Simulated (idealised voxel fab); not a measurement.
The name of this process module is voxel fin reveal.
It is cross-section cut that appears here, measuring 270 nm in width, its square cells being 5 nm in size.
Square cells in a grid make up a cross-section in this document, and the grid is given as bands, listed from the top down, each one or more rows of cells.
For a band, the entry starts with two heights in nm, that of the top and then that of the bottom, and carries on with the band's materials in order from left to right, each alongside its width in nm; the word "full width" beside a single material means it fills the band edge to edge, and "air" means empty space.
Counting heights begins at 0, where everything beneath is, in the wafer as received, one material. The lowest band has no bottom; it goes on downwards, as "from 0 down" shows.
Read "30->40" as a graded width: first number on top, second number at the bottom, same change between each pair of neighbouring rows.
"no modification" (step): cross-section cells unchanged, all of them.
So "Unvented cavities" is basically the list of trapped voids: any empty space of 8 cells or more that can't reach the top through an opening. They're written width x height at distance, the distance being from the left edge, and it's all nm.
If you see something after the settings on a step's line, that's the simulator's own remark about that step.
For masked steps, "overlay nm" on the step line gives how far right of plan the mask actually lay; a minus sign means it lay to the left.
-- Set out below are the planned steps of the process
- 1: op RECEIVE | material Si
- 2: op CONFORMAL_DEP | material SiN | thk nm 5
- 3: op PATTERN | tone cover | mask id FINS | material resist | width nm 15 | pitch nm 45 | thk nm 20 | overlay nm 0
- 4: op DIRECTIONAL_ETCH | etch materials SiN | depth nm 5
- 5: op DIRECTIONAL_ETCH | etch materials Si | depth nm 30
- 6: op STRIP | etch materials resist
- 7: op FILL_DEP | material SiO2 | thk nm 15
- 8: op CMP | height nm 5
- 9: op SELECTIVE_ETCH | etch materials SiO2 | depth nm 15
- 10: op STRIP | etch materials SiN
- 11: op CONFORMAL_DEP | material HfO2 | thk nm 5
-- First wafer of two (run as planned)
-- Cross-section: wafer on arrival = after step 1
- from 0 down = Si full width
- Unvented cavities: none
-- Take a look at the wafer's cross-section after step 2
- from 5 to 0 = SiN full width
- Under 0: no change, same as before.
-- Take a look at the wafer's cross-section after step 3
- from 25 to 5 = 80 of air; 15 of resist; 30 of air; 15 of resist; 30 of air; 15 of resist; 85 of air
- Under 5: no change, same as before.
-- Take a look at the wafer's cross-section after step 4
- from 25 to 5 = 80 of air; 15 of resist; 30 of air; 15 of resist; 30 of air; 15 of resist; 85 of air
- from 5 to 0 = 80 of air; 15 of SiN; 30 of air; 15 of SiN; 30 of air; 15 of SiN; 85 of air
- Under 0: no change, same as before.
-- Take a look at the wafer's cross-section after step 5
- from 25 to 5 = 80 of air; 15 of resist; 30 of air; 15 of resist; 30 of air; 15 of resist; 85 of air
- from 5 to 0 = 80 of air; 15 of SiN; 30 of air; 15 of SiN; 30 of air; 15 of SiN; 85 of air
- from 0 to -30 = 80 of air; 15 of Si; 30 of air; 15 of Si; 30 of air; 15 of Si; 85 of air
- Under -30: no change, same as before.
-- Take a look at the wafer's cross-section after step 6
- from 5 to 0 = 80 of air; 15 of SiN; 30 of air; 15 of SiN; 30 of air; 15 of SiN; 85 of air
- Under 0: no change, same as before.
-- Take a look at the wafer's cross-section after step 7
- from 20 to 5 = SiO2 full width
- from 5 to 0 = 80 of SiO2; 15 of SiN; 30 of SiO2; 15 of SiN; 30 of SiO2; 15 of SiN; 85 of SiO2
- from 0 to -30 = 80 of SiO2; 15 of Si; 30 of SiO2; 15 of Si; 30 of SiO2; 15 of Si; 85 of SiO2
- Under -30: no change, same as before.
-- Take a look at the wafer's cross-section after step 8
- from 5 to 0 = 80 of SiO2; 15 of SiN; 30 of SiO2; 15 of SiN; 30 of SiO2; 15 of SiN; 85 of SiO2
- Under 0: no change, same as before.
-- Take a look at the wafer's cross-section after step 9
- from 5 to 0 = 80 of air; 15 of SiN; 30 of air; 15 of SiN; 30 of air; 15 of SiN; 85 of air
- from 0 to -10 = 80 of air; 15 of Si; 30 of air; 15 of Si; 30 of air; 15 of Si; 85 of air
- Under -10: no change, same as before.
-- Take a look at the wafer's cross-section after step 10
- from 0 to -10 = 80 of air; 15 of Si; 30 of air; 15 of Si; 30 of air; 15 of Si; 85 of air
- Under -10: no change, same as before.
-- Take a look at the wafer's cross-section after step 11
- from 5 to 0 = 75 of air; 25 of HfO2; 20 of air; 25 of HfO2; 20 of air; 25 of HfO2; 80 of air
- from 0 to -5 = 75 of air; 5 of HfO2; 15 of Si; 5 of HfO2; 20 of air; 5 of HfO2; 15 of Si; 5 of HfO2; 20 of air; 5 of HfO2; 15 of Si; 5 of HfO2; 80 of air
- from -5 to -10 = 80 of HfO2; 15 of Si; 30 of HfO2; 15 of Si; 30 of HfO2; 15 of Si; 85 of HfO2
- Under -10: no change, same as before.
-- Second wafer, same starting conditions and recipe as the first, one mistake in executing it, nothing differs from the first up to and including step 4
-- Cross-sectional representation of the second wafer at the time designated in the plan for the completion of step 5
- from 25 to 5 = 80 of air; 15 of resist; 30 of air; 15 of resist; 30 of air; 15 of resist; 85 of air
- from 5 to 0 = 80 of air; 15 of SiN; 30 of air; 15 of SiN; 30 of air; 15 of SiN; 85 of air
- from 0 to -20 = 80 of air; 15 of Si; 30 of air; 15 of Si; 30 of air; 15 of Si; 85 of air
- Under -20: no change, same as before.
-- Cross-sectional representation of the second wafer at the time designated in the plan for the completion of step 6
- from 5 to 0 = 80 of air; 15 of SiN; 30 of air; 15 of SiN; 30 of air; 15 of SiN; 85 of air
- Under 0: no change, same as before.
-- Cross-sectional representation of the second wafer at the time designated in the plan for the completion of step 7
- from 20 to 5 = SiO2 full width
- from 5 to 0 = 80 of SiO2; 15 of SiN; 30 of SiO2; 15 of SiN; 30 of SiO2; 15 of SiN; 85 of SiO2
- from 0 to -20 = 80 of SiO2; 15 of Si; 30 of SiO2; 15 of Si; 30 of SiO2; 15 of Si; 85 of SiO2
- Under -20: no change, same as before.
-- Cross-sectional representation of the second wafer at the time designated in the plan for the completion of step 8
- from 5 to 0 = 80 of SiO2; 15 of SiN; 30 of SiO2; 15 of SiN; 30 of SiO2; 15 of SiN; 85 of SiO2
- Under 0: no change, same as before.
-- Cross-sectional representation of the second wafer at the time designated in the plan for the completion of step 9
- from 5 to 0 = 80 of air; 15 of SiN; 30 of air; 15 of SiN; 30 of air; 15 of SiN; 85 of air
- from 0 to -10 = 80 of air; 15 of Si; 30 of air; 15 of Si; 30 of air; 15 of Si; 85 of air
- Under -10: no change, same as before.
-- Cross-sectional representation of the second wafer at the time designated in the plan for the completion of step 10
- from 0 to -10 = 80 of air; 15 of Si; 30 of air; 15 of Si; 30 of air; 15 of Si; 85 of air
- Under -10: no change, same as before.
-- Cross-sectional representation of the second wafer at the time designated in the plan for the completion of step 11
- from 5 to 0 = 75 of air; 25 of HfO2; 20 of air; 25 of HfO2; 20 of air; 25 of HfO2; 80 of air
- from 0 to -5 = 75 of air; 5 of HfO2; 15 of Si; 5 of HfO2; 20 of air; 5 of HfO2; 15 of Si; 5 of HfO2; 20 of air; 5 of HfO2; 15 of Si; 5 of HfO2; 80 of air
- from -5 to -10 = 80 of HfO2; 15 of Si; 30 of HfO2; 15 of Si; 30 of HfO2; 15 of Si; 85 of HfO2
- Under -10: no change, same as before.
Error vs. plan: step 5 ran with different settings than intended, the actual operation and settings being op DIRECTIONAL_ETCH | etch materials Si | depth nm 20
In the final state, the cell counts of the second wafer exceed or fall short of those of the first for the following materials: Si +90; SiO2 -90
